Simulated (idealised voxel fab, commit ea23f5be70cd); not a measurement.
Process module under the name voxel transistor to metal
Square cell edge 5 nm, section width 180 nm, ID cut.
The cross-sections in this document take the form of a grid made of square cells. They are written out as bands, in order from top to bottom. Each band consists of one or more rows of cells.
Each band's line starts with the height of the band's top and of its bottom, in nm. Then come its materials from left to right, each with its width in nm. One material with "all across" fills the band from edge to edge. "empty" is empty space.
Heads up on the height convention: 0 is the point under which the incoming wafer is all one material, and the lowest band has no bottom, it just keeps going down, like "0 and below".
Read "30 to 40" as a graded width: first number on top, second number at the bottom, same change between each pair of neighbouring rows.
Any step labelled "no modifications" changed none of the cells in the cross-section.
"Fully sealed voids": empty spaces of 8 cells or more with no open way to the top, each given as width x height at distance, distance from the left edge, all in nm.
Step line, after settings: the simulator's comment on this step.
overlay nm: on a step with a mask, how far right of its planned place the mask lay; negative means left.
### Below is the list of planned process steps
1: RECEIVE: material Si
2: CONFORMAL_DEP: material SiO2, thk nm 5
3: CONFORMAL_DEP: material SiN, thk nm 10
4: DIRECTIONAL_DEP: material aC, thk nm 15
5: PATTERN: tone cover, mask id ACTIVE, material resist, width nm 120, thk nm 30, overlay nm 0
6: DIRECTIONAL_ETCH: etch materials aC, depth nm 15
7: STRIP: etch materials resist
8: DIRECTIONAL_ETCH: etch materials SiN, depth nm 10
9: DIRECTIONAL_ETCH: etch materials SiO2, depth nm 5
10: DIRECTIONAL_ETCH: etch materials Si, depth nm 25
11: STRIP: etch materials aC
12: FILL_DEP: material SiO2, thk nm 10
13: CMP: height nm 15
14: SELECTIVE_ETCH: etch materials SiO2, depth nm 10
15: STRIP: etch materials SiN
16: SELECTIVE_ETCH: etch materials SiO2, depth nm 5
17: OXIDIZE: depth nm 5
18: DIRECTIONAL_DEP: material polySi, thk nm 25
19: DIRECTIONAL_DEP: material SiCN, thk nm 15
20: DIRECTIONAL_DEP: material aC, thk nm 15
21: PATTERN: tone cover, mask id GATE, material resist, width nm 30, thk nm 30, overlay nm 0
22: DIRECTIONAL_ETCH: etch materials aC, depth nm 15
23: STRIP: etch materials resist
24: DIRECTIONAL_ETCH: etch materials SiCN, depth nm 25
25: DIRECTIONAL_ETCH: etch materials polySi, depth nm 35
26: STRIP: etch materials aC
27: CONFORMAL_DEP: material SiO2, thk nm 5
28: DIRECTIONAL_ETCH: etch materials SiO2, depth nm 5
29: CONFORMAL_DEP: material SiN, thk nm 5
30: DIRECTIONAL_ETCH: etch materials SiN, depth nm 5
31: DIRECTIONAL_ETCH: etch materials SiO2, depth nm 5
32: EPI: material SiGe, thk nm 5
33: FILL_DEP: material SiO2, thk nm 5
34: CMP: height nm 25
35: STRIP: etch materials polySi
36: SELECTIVE_ETCH: etch materials SiO2, depth nm 5
37: CONFORMAL_DEP: material HfO2, thk nm 5
38: CONFORMAL_DEP: material TiN, thk nm 5
39: FILL_DEP: material W, thk nm 10
40: CMP: height nm 20
41: DIRECTIONAL_DEP: material SiO2, thk nm 15
42: PATTERN: tone open, mask id CONTACT, material resist, width nm 20, pitch nm 80, thk nm 15, overlay nm 0
43: DIRECTIONAL_ETCH: etch materials SiO2, depth nm 35
44: STRIP: etch materials resist
45: CONFORMAL_DEP: material TiN, thk nm 5
46: FILL_DEP: material W, thk nm 5
47: CMP: height nm 35
48: CONFORMAL_DEP: material SiN, thk nm 5
49: DIRECTIONAL_DEP: material lowk, thk nm 20
50: DIRECTIONAL_DEP: material aC, thk nm 15
51: PATTERN: tone open, mask id METAL_1, material resist, width nm 20, pitch nm 80, thk nm 30, overlay nm 0
52: DIRECTIONAL_ETCH: etch materials aC, depth nm 15
53: STRIP: etch materials resist
54: DIRECTIONAL_ETCH: etch materials lowk, depth nm 20
55: DIRECTIONAL_ETCH: etch materials SiN, depth nm 5
56: STRIP: etch materials aC
57: CONFORMAL_DEP: material TiN, thk nm 5
58: FILL_DEP: material Ru, thk nm 5
59: CMP: height nm 60
60: EPI: material Ru, thk nm 5
61: FILL_DEP: material SiCN, thk nm 5
62: DIRECTIONAL_DEP: material lowk, thk nm 35
63: MASKED_ETCH: tone open, mask id METAL_2_HOLES, width nm 15, pitch nm 80, etch materials lowk, depth nm 35, overlay nm 0
64: PATTERN: tone open, mask id METAL_2, material resist, width nm 20, pitch nm 80, thk nm 15, overlay nm 0
65: DIRECTIONAL_ETCH: etch materials lowk, depth nm 20
66: DIRECTIONAL_ETCH: etch materials SiCN, depth nm 5
67: STRIP: etch materials resist
68: CONFORMAL_DEP: material TiN, thk nm 5
69: FILL_DEP: material Cu, thk nm 10
70: CMP: height nm 105
71: CONFORMAL_DEP: material SiCN, thk nm 5
### First wafer of two (run as planned)
### Cross-sectional view of the wafer in its as-received condition, corresponding to the state after step 1
- 0 and below = Si all across
- Fully sealed voids: none
### Take a look at the wafer's cross-section after step 2
- 5 down to 0 = SiO2 all across
- Whatever lies below 0 is exactly as it was before.
### Take a look at the wafer's cross-section after step 3
- 15 down to 5 = SiN all across
- Whatever lies below 5 is exactly as it was before.
### Take a look at the wafer's cross-section after step 4
- 30 down to 15 = aC all across
- Whatever lies below 15 is exactly as it was before.
### Take a look at the wafer's cross-section after step 5
- 60 down to 30 = empty (30), resist (120), empty (30)
- Whatever lies below 30 is exactly as it was before.
### Take a look at the wafer's cross-section after step 6
- 45 down to 30 = empty (30), resist (120), empty (30)
- 30 down to 15 = empty (30), aC (120), empty (30)
- Whatever lies below 15 is exactly as it was before.
### Take a look at the wafer's cross-section after step 7
- 30 down to 15 = empty (30), aC (120), empty (30)
- Whatever lies below 15 is exactly as it was before.
### Take a look at the wafer's cross-section after step 8
- 30 down to 15 = empty (30), aC (120), empty (30)
- 15 down to 5 = empty (30), SiN (120), empty (30)
- Whatever lies below 5 is exactly as it was before.
### Take a look at the wafer's cross-section after step 9
- 30 down to 15 = empty (30), aC (120), empty (30)
- 15 down to 5 = empty (30), SiN (120), empty (30)
- 5 down to 0 = empty (30), SiO2 (120), empty (30)
- Whatever lies below 0 is exactly as it was before.
### Take a look at the wafer's cross-section after step 10
- 30 down to 15 = empty (30), aC (120), empty (30)
- 15 down to 5 = empty (30), SiN (120), empty (30)
- 5 down to 0 = empty (30), SiO2 (120), empty (30)
- 0 down to -25 = empty (30), Si (120), empty (30)
- Whatever lies below -25 is exactly as it was before.
### Take a look at the wafer's cross-section after step 11
- 15 down to 5 = empty (30), SiN (120), empty (30)
- Whatever lies below 5 is exactly as it was before.
### Take a look at the wafer's cross-section after step 12
- 25 down to 15 = SiO2 all across
- 15 down to 5 = SiO2 (30), SiN (120), SiO2 (30)
- 5 down to 0 = SiO2 all across
- 0 down to -25 = SiO2 (30), Si (120), SiO2 (30)
- Whatever lies below -25 is exactly as it was before.
### Take a look at the wafer's cross-section after step 13
- 15 down to 5 = SiO2 (30), SiN (120), SiO2 (30)
- Whatever lies below 5 is exactly as it was before.
### Take a look at the wafer's cross-section after step 14
- 15 down to 5 = empty (30), SiN (120), empty (30)
- Whatever lies below 5 is exactly as it was before.
### Take a look at the wafer's cross-section after step 15
- 5 down to 0 = SiO2 all across
- Whatever lies below 0 is exactly as it was before.
### Take a look at the wafer's cross-section after step 16
- 0 down to -25 = SiO2 (30), Si (120), SiO2 (30)
- Whatever lies below -25 is exactly as it was before.
### Take a look at the wafer's cross-section after step 17
- 0 down to -5 = SiO2 all across
- Whatever lies below -5 is exactly as it was before.
### Take a look at the wafer's cross-section after step 18
- 25 down to 0 = polySi all across
- Whatever lies below 0 is exactly as it was before.
### Take a look at the wafer's cross-section after step 19
- 40 down to 25 = SiCN all across
- Whatever lies below 25 is exactly as it was before.
### Take a look at the wafer's cross-section after step 20
- 55 down to 40 = aC all across
- Whatever lies below 40 is exactly as it was before.
### Take a look at the wafer's cross-section after step 21
- 85 down to 55 = empty (75), resist (30), empty (75)
- Whatever lies below 55 is exactly as it was before.
### Take a look at the wafer's cross-section after step 22
- 70 down to 55 = empty (75), resist (30), empty (75)
- 55 down to 40 = empty (75), aC (30), empty (75)
- Whatever lies below 40 is exactly as it was before.
### Take a look at the wafer's cross-section after step 23
- 55 down to 40 = empty (75), aC (30), empty (75)
- Whatever lies below 40 is exactly as it was before.
### Take a look at the wafer's cross-section after step 24
- 55 down to 40 = empty (75), aC (30), empty (75)
- 40 down to 25 = empty (75), SiCN (30), empty (75)
- Whatever lies below 25 is exactly as it was before.
### Take a look at the wafer's cross-section after step 25
- 55 down to 40 = empty (75), aC (30), empty (75)
- 40 down to 25 = empty (75), SiCN (30), empty (75)
- 25 down to 0 = empty (75), polySi (30), empty (75)
- Whatever lies below 0 is exactly as it was before.
### Take a look at the wafer's cross-section after step 26
- 40 down to 25 = empty (75), SiCN (30), empty (75)
- Whatever lies below 25 is exactly as it was before.
### Take a look at the wafer's cross-section after step 27
- 45 down to 40 = empty (70), SiO2 (40), empty (70)
- 40 down to 25 = empty (70), SiO2 (5), SiCN (30), SiO2 (5), empty (70)
- 25 down to 5 = empty (70), SiO2 (5), polySi (30), SiO2 (5), empty (70)
- 5 down to 0 = SiO2 (75), polySi (30), SiO2 (75)
- Whatever lies below 0 is exactly as it was before.
### Take a look at the wafer's cross-section after step 28
- 40 down to 25 = empty (70), SiO2 (5), SiCN (30), SiO2 (5), empty (70)
- 25 down to 0 = empty (70), SiO2 (5), polySi (30), SiO2 (5), empty (70)
- Whatever lies below 0 is exactly as it was before.
### Take a look at the wafer's cross-section after step 29
- 45 down to 40 = empty (65), SiN (50), empty (65)
- 40 down to 25 = empty (65), SiN (5), SiO2 (5), SiCN (30), SiO2 (5), SiN (5), empty (65)
- 25 down to 5 = empty (65), SiN (5), SiO2 (5), polySi (30), SiO2 (5), SiN (5), empty (65)
- 5 down to 0 = SiN (70), SiO2 (5), polySi (30), SiO2 (5), SiN (70)
- Whatever lies below 0 is exactly as it was before.
### Take a look at the wafer's cross-section after step 30
- 40 down to 25 = empty (65), SiN (5), SiO2 (5), SiCN (30), SiO2 (5), SiN (5), empty (65)
- 25 down to 0 = empty (65), SiN (5), SiO2 (5), polySi (30), SiO2 (5), SiN (5), empty (65)
- Whatever lies below 0 is exactly as it was before.
### Take a look at the wafer's cross-section after step 31
- 40 down to 35 = empty (65), SiN (5), empty (5), SiCN (30), empty (5), SiN (5), empty (65)
- 35 down to 25 = empty (65), SiN (5), SiO2 (5), SiCN (30), SiO2 (5), SiN (5), empty (65)
- 25 down to 0 = empty (65), SiN (5), SiO2 (5), polySi (30), SiO2 (5), SiN (5), empty (65)
- 0 down to -5 = empty (65), SiO2 (50), empty (65)
- Whatever lies below -5 is exactly as it was before.
### Take a look at the wafer's cross-section after step 32
- 40 down to 35 = empty (65), SiN (5), empty (5), SiCN (30), empty (5), SiN (5), empty (65)
- 35 down to 25 = empty (65), SiN (5), SiO2 (5), SiCN (30), SiO2 (5), SiN (5), empty (65)
- 25 down to 0 = empty (65), SiN (5), SiO2 (5), polySi (30), SiO2 (5), SiN (5), empty (65)
- 0 down to -5 = empty (25), SiGe (40), SiO2 (50), SiGe (40), empty (25)
- Whatever lies below -5 is exactly as it was before.
### Take a look at the wafer's cross-section after step 33
- 45 down to 40 = SiO2 all across
- 40 down to 25 = SiO2 (65), SiN (5), SiO2 (5), SiCN (30), SiO2 (5), SiN (5), SiO2 (65)
- 25 down to 0 = SiO2 (65), SiN (5), SiO2 (5), polySi (30), SiO2 (5), SiN (5), SiO2 (65)
- 0 down to -5 = SiO2 (25), SiGe (40), SiO2 (50), SiGe (40), SiO2 (25)
- Whatever lies below -5 is exactly as it was before.
### Take a look at the wafer's cross-section after step 34
- 25 down to 0 = SiO2 (65), SiN (5), SiO2 (5), polySi (30), SiO2 (5), SiN (5), SiO2 (65)
- Whatever lies below 0 is exactly as it was before.
### Take a look at the wafer's cross-section after step 35
- 25 down to 0 = SiO2 (65), SiN (5), SiO2 (5), empty (30), SiO2 (5), SiN (5), SiO2 (65)
- Whatever lies below 0 is exactly as it was before.
### Take a look at the wafer's cross-section after step 36
- 25 down to 20 = empty (65), SiN (5), empty (40), SiN (5), empty (65)
- 20 down to 0 = SiO2 (65), SiN (5), empty (40), SiN (5), SiO2 (65)
- 0 down to -5 = SiO2 (25), SiGe (40), SiO2 (5), empty (40), SiO2 (5), SiGe (40), SiO2 (25)
- Whatever lies below -5 is exactly as it was before.
### Take a look at the wafer's cross-section after step 37
- 30 down to 25 = empty (60), HfO2 (15), empty (30), HfO2 (15), empty (60)
- 25 down to 20 = HfO2 (65), SiN (5), HfO2 (5), empty (30), HfO2 (5), SiN (5), HfO2 (65)
- 20 down to 0 = SiO2 (65), SiN (5), HfO2 (5), empty (30), HfO2 (5), SiN (5), SiO2 (65)
- 0 down to -5 = SiO2 (25), SiGe (40), SiO2 (5), HfO2 (40), SiO2 (5), SiGe (40), SiO2 (25)
- Whatever lies below -5 is exactly as it was before.
### Take a look at the wafer's cross-section after step 38
- 35 down to 30 = empty (55), TiN (25), empty (20), TiN (25), empty (55)
- 30 down to 25 = TiN (60), HfO2 (15), TiN (5), empty (20), TiN (5), HfO2 (15), TiN (60)
- 25 down to 20 = HfO2 (65), SiN (5), HfO2 (5), TiN (5), empty (20), TiN (5), HfO2 (5), SiN (5), HfO2 (65)
- 20 down to 5 = SiO2 (65), SiN (5), HfO2 (5), TiN (5), empty (20), TiN (5), HfO2 (5), SiN (5), SiO2 (65)
- 5 down to 0 = SiO2 (65), SiN (5), HfO2 (5), TiN (30), HfO2 (5), SiN (5), SiO2 (65)
- Whatever lies below 0 is exactly as it was before.
### Take a look at the wafer's cross-section after step 39
- 45 down to 35 = W all across
- 35 down to 30 = W (55), TiN (25), W (20), TiN (25), W (55)
- 30 down to 25 = TiN (60), HfO2 (15), TiN (5), W (20), TiN (5), HfO2 (15), TiN (60)
- 25 down to 20 = HfO2 (65), SiN (5), HfO2 (5), TiN (5), W (20), TiN (5), HfO2 (5), SiN (5), HfO2 (65)
- 20 down to 5 = SiO2 (65), SiN (5), HfO2 (5), TiN (5), W (20), TiN (5), HfO2 (5), SiN (5), SiO2 (65)
- Whatever lies below 5 is exactly as it was before.
### Take a look at the wafer's cross-section after step 40
- 20 down to 5 = SiO2 (65), SiN (5), HfO2 (5), TiN (5), W (20), TiN (5), HfO2 (5), SiN (5), SiO2 (65)
- Whatever lies below 5 is exactly as it was before.
### Take a look at the wafer's cross-section after step 41
- 35 down to 20 = SiO2 all across
- Whatever lies below 20 is exactly as it was before.
### Take a look at the wafer's cross-section after step 42
- 50 down to 35 = resist (40), empty (20), resist (60), empty (20), resist (40)
- Whatever lies below 35 is exactly as it was before.
### Take a look at the wafer's cross-section after step 43
- 50 down to 35 = resist (40), empty (20), resist (60), empty (20), resist (40)
- 35 down to 20 = SiO2 (40), empty (20), SiO2 (60), empty (20), SiO2 (40)
- 20 down to 5 = SiO2 (40), empty (20), SiO2 (5), SiN (5), HfO2 (5), TiN (5), W (20), TiN (5), HfO2 (5), SiN (5), SiO2 (5), empty (20), SiO2 (40)
- 5 down to 0 = SiO2 (40), empty (20), SiO2 (5), SiN (5), HfO2 (5), TiN (30), HfO2 (5), SiN (5), SiO2 (5), empty (20), SiO2 (40)
- Whatever lies below 0 is exactly as it was before.
### Take a look at the wafer's cross-section after step 44
- 35 down to 20 = SiO2 (40), empty (20), SiO2 (60), empty (20), SiO2 (40)
- Whatever lies below 20 is exactly as it was before.
### Take a look at the wafer's cross-section after step 45
- 40 down to 35 = TiN (45), empty (10), TiN (70), empty (10), TiN (45)
- 35 down to 20 = SiO2 (40), TiN (5), empty (10), TiN (5), SiO2 (60), TiN (5), empty (10), TiN (5), SiO2 (40)
- 20 down to 5 = SiO2 (40), TiN (5), empty (10), TiN (5), SiO2 (5), SiN (5), HfO2 (5), TiN (5), W (20), TiN (5), HfO2 (5), SiN (5), SiO2 (5), TiN (5), empty (10), TiN (5), SiO2 (40)
- 5 down to 0 = SiO2 (40), TiN (20), SiO2 (5), SiN (5), HfO2 (5), TiN (30), HfO2 (5), SiN (5), SiO2 (5), TiN (20), SiO2 (40)
- Whatever lies below 0 is exactly as it was before.
### Take a look at the wafer's cross-section after step 46
- 45 down to 40 = W all across
- 40 down to 35 = TiN (45), W (10), TiN (70), W (10), TiN (45)
- 35 down to 20 = SiO2 (40), TiN (5), W (10), TiN (5), SiO2 (60), TiN (5), W (10), TiN (5), SiO2 (40)
- 20 down to 5 = SiO2 (40), TiN (5), W (10), TiN (5), SiO2 (5), SiN (5), HfO2 (5), TiN (5), W (20), TiN (5), HfO2 (5), SiN (5), SiO2 (5), TiN (5), W (10), TiN (5), SiO2 (40)
- Whatever lies below 5 is exactly as it was before.
### Take a look at the wafer's cross-section after step 47
- 35 down to 20 = SiO2 (40), TiN (5), W (10), TiN (5), SiO2 (60), TiN (5), W (10), TiN (5), SiO2 (40)
- Whatever lies below 20 is exactly as it was before.
### Take a look at the wafer's cross-section after step 48
- 40 down to 35 = SiN all across
- Whatever lies below 35 is exactly as it was before.
### Take a look at the wafer's cross-section after step 49
- 60 down to 40 = lowk all across
- Whatever lies below 40 is exactly as it was before.
### Take a look at the wafer's cross-section after step 50
- 75 down to 60 = aC all across
- Whatever lies below 60 is exactly as it was before.
### Take a look at the wafer's cross-section after step 51
- 105 down to 75 = resist (40), empty (20), resist (60), empty (20), resist (40)
- Whatever lies below 75 is exactly as it was before.
### Take a look at the wafer's cross-section after step 52
- 90 down to 75 = resist (40), empty (20), resist (60), empty (20), resist (40)
- 75 down to 60 = aC (40), empty (20), aC (60), empty (20), aC (40)
- Whatever lies below 60 is exactly as it was before.
### Take a look at the wafer's cross-section after step 53
- 75 down to 60 = aC (40), empty (20), aC (60), empty (20), aC (40)
- Whatever lies below 60 is exactly as it was before.
### Take a look at the wafer's cross-section after step 54
- 75 down to 60 = aC (40), empty (20), aC (60), empty (20), aC (40)
- 60 down to 40 = lowk (40), empty (20), lowk (60), empty (20), lowk (40)
- Whatever lies below 40 is exactly as it was before.
### Take a look at the wafer's cross-section after step 55
- 75 down to 60 = aC (40), empty (20), aC (60), empty (20), aC (40)
- 60 down to 40 = lowk (40), empty (20), lowk (60), empty (20), lowk (40)
- 40 down to 35 = SiN (40), empty (20), SiN (60), empty (20), SiN (40)
- Whatever lies below 35 is exactly as it was before.
### Take a look at the wafer's cross-section after step 56
- 60 down to 40 = lowk (40), empty (20), lowk (60), empty (20), lowk (40)
- Whatever lies below 40 is exactly as it was before.
### Take a look at the wafer's cross-section after step 57
- 65 down to 60 = TiN (45), empty (10), TiN (70), empty (10), TiN (45)
- 60 down to 40 = lowk (40), TiN (5), empty (10), TiN (5), lowk (60), TiN (5), empty (10), TiN (5), lowk (40)
- 40 down to 35 = SiN (40), TiN (20), SiN (60), TiN (20), SiN (40)
- Whatever lies below 35 is exactly as it was before.
### Take a look at the wafer's cross-section after step 58
- 70 down to 65 = Ru all across
- 65 down to 60 = TiN (45), Ru (10), TiN (70), Ru (10), TiN (45)
- 60 down to 40 = lowk (40), TiN (5), Ru (10), TiN (5), lowk (60), TiN (5), Ru (10), TiN (5), lowk (40)
- Whatever lies below 40 is exactly as it was before.
### Take a look at the wafer's cross-section after step 59
- 60 down to 40 = lowk (40), TiN (5), Ru (10), TiN (5), lowk (60), TiN (5), Ru (10), TiN (5), lowk (40)
- Whatever lies below 40 is exactly as it was before.
### Take a look at the wafer's cross-section after step 60
- 65 down to 60 = empty (35), Ru (30), empty (50), Ru (30), empty (35)
- Whatever lies below 60 is exactly as it was before.
### Take a look at the wafer's cross-section after step 61
- 70 down to 65 = SiCN all across
- 65 down to 60 = SiCN (35), Ru (30), SiCN (50), Ru (30), SiCN (35)
- Whatever lies below 60 is exactly as it was before.
### Take a look at the wafer's cross-section after step 62
- 105 down to 70 = lowk all across
- Whatever lies below 70 is exactly as it was before.
### Take a look at the wafer's cross-section after step 63
- 105 down to 70 = lowk (40), empty (15), lowk (65), empty (15), lowk (45)
- Whatever lies below 70 is exactly as it was before.
### Take a look at the wafer's cross-section after step 64
- 120 down to 105 = resist (40), empty (20), resist (60), empty (20), resist (40)
- Whatever lies below 105 is exactly as it was before.
### Take a look at the wafer's cross-section after step 65
- 120 down to 105 = resist (40), empty (20), resist (60), empty (20), resist (40)
- 105 down to 85 = lowk (40), empty (20), lowk (60), empty (20), lowk (40)
- Whatever lies below 85 is exactly as it was before.
### Take a look at the wafer's cross-section after step 66
- 120 down to 105 = resist (40), empty (20), resist (60), empty (20), resist (40)
- 105 down to 85 = lowk (40), empty (20), lowk (60), empty (20), lowk (40)
- 85 down to 70 = lowk (40), empty (15), lowk (65), empty (15), lowk (45)
- 70 down to 65 = SiCN (40), empty (15), SiCN (65), empty (15), SiCN (45)
- Whatever lies below 65 is exactly as it was before.
### Take a look at the wafer's cross-section after step 67
- 105 down to 85 = lowk (40), empty (20), lowk (60), empty (20), lowk (40)
- Whatever lies below 85 is exactly as it was before.
### Take a look at the wafer's cross-section after step 68
- 110 down to 105 = TiN (45), empty (10), TiN (70), empty (10), TiN (45)
- 105 down to 90 = lowk (40), TiN (5), empty (10), TiN (5), lowk (60), TiN (5), empty (10), TiN (5), lowk (40)
- 90 down to 85 = lowk (40), TiN (5), empty (5), TiN (10), lowk (60), TiN (5), empty (5), TiN (10), lowk (40)
- 85 down to 70 = lowk (40), TiN (5), empty (5), TiN (5), lowk (65), TiN (5), empty (5), TiN (5), lowk (45)
- 70 down to 65 = SiCN (40), TiN (15), SiCN (65), TiN (15), SiCN (45)
- Whatever lies below 65 is exactly as it was before.
### Take a look at the wafer's cross-section after step 69
- 120 down to 110 = Cu all across
- 110 down to 105 = TiN (45), Cu (10), TiN (70), Cu (10), TiN (45)
- 105 down to 90 = lowk (40), TiN (5), Cu (10), TiN (5), lowk (60), TiN (5), Cu (10), TiN (5), lowk (40)
- 90 down to 85 = lowk (40), TiN (5), Cu (5), TiN (10), lowk (60), TiN (5), Cu (5), TiN (10), lowk (40)
- 85 down to 70 = lowk (40), TiN (5), Cu (5), TiN (5), lowk (65), TiN (5), Cu (5), TiN (5), lowk (45)
- Whatever lies below 70 is exactly as it was before.
### Take a look at the wafer's cross-section after step 70
- 105 down to 90 = lowk (40), TiN (5), Cu (10), TiN (5), lowk (60), TiN (5), Cu (10), TiN (5), lowk (40)
- Whatever lies below 90 is exactly as it was before.
### Take a look at the wafer's cross-section after step 71
- 110 down to 105 = SiCN all across
- Whatever lies below 105 is exactly as it was before.
### Here the second wafer is described. Its start and its plan were those of the first wafer. Its run contained one mistake. Up to and including step 61, it did exactly what the first wafer did
### Second wafer: cross-section at the scheduled end of step 62
- 140 down to 70 = lowk all across
- Whatever lies below 70 is exactly as it was before.
### Second wafer: cross-section at the scheduled end of step 63
- 140 down to 105 = lowk (40), empty (15), lowk (65), empty (15), lowk (45)
- Whatever lies below 105 is exactly as it was before.
### Second wafer: cross-section at the scheduled end of step 64
- 155 down to 140 = resist (40), empty (20), resist (60), empty (20), resist (40)
- Whatever lies below 140 is exactly as it was before.
### Second wafer: cross-section at the scheduled end of step 65
- 155 down to 140 = resist (40), empty (20), resist (60), empty (20), resist (40)
- 140 down to 120 = lowk (40), empty (20), lowk (60), empty (20), lowk (40)
- 120 down to 85 = lowk (40), empty (15), lowk (65), empty (15), lowk (45)
- Whatever lies below 85 is exactly as it was before.
Second wafer: cross-section at the scheduled end of step 66: no modifications
### Second wafer: cross-section at the scheduled end of step 67
- 140 down to 120 = lowk (40), empty (20), lowk (60), empty (20), lowk (40)
- Whatever lies below 120 is exactly as it was before.
### Second wafer: cross-section at the scheduled end of step 68
- 145 down to 140 = TiN (45), empty (10), TiN (70), empty (10), TiN (45)
- 140 down to 125 = lowk (40), TiN (5), empty (10), TiN (5), lowk (60), TiN (5), empty (10), TiN (5), lowk (40)
- 125 down to 120 = lowk (40), TiN (5), empty (5), TiN (10), lowk (60), TiN (5), empty (5), TiN (10), lowk (40)
- 120 down to 90 = lowk (40), TiN (5), empty (5), TiN (5), lowk (65), TiN (5), empty (5), TiN (5), lowk (45)
- 90 down to 85 = lowk (40), TiN (15), lowk (65), TiN (15), lowk (45)
- Whatever lies below 85 is exactly as it was before.
### Second wafer: cross-section at the scheduled end of step 69
- 155 down to 145 = Cu all across
- 145 down to 140 = TiN (45), Cu (10), TiN (70), Cu (10), TiN (45)
- 140 down to 125 = lowk (40), TiN (5), Cu (10), TiN (5), lowk (60), TiN (5), Cu (10), TiN (5), lowk (40)
- 125 down to 120 = lowk (40), TiN (5), Cu (5), TiN (10), lowk (60), TiN (5), Cu (5), TiN (10), lowk (40)
- 120 down to 90 = lowk (40), TiN (5), Cu (5), TiN (5), lowk (65), TiN (5), Cu (5), TiN (5), lowk (45)
- Whatever lies below 90 is exactly as it was before.
### Second wafer: cross-section at the scheduled end of step 70
- 105 down to 90 = lowk (40), TiN (5), Cu (5), TiN (5), lowk (65), TiN (5), Cu (5), TiN (5), lowk (45)
- Whatever lies below 90 is exactly as it was before.
### Second wafer: cross-section at the scheduled end of step 71
- 110 down to 105 = SiCN all across
- Whatever lies below 105 is exactly as it was before.
What went wrong in running the wafer? step 62 from the plan got run twice
Counted in cells at the end, the second wafer holds more or fewer of these materials than the first: 14 fewer of Cu, 6 more of SiCN, 18 fewer of TiN, 26 more of lowk
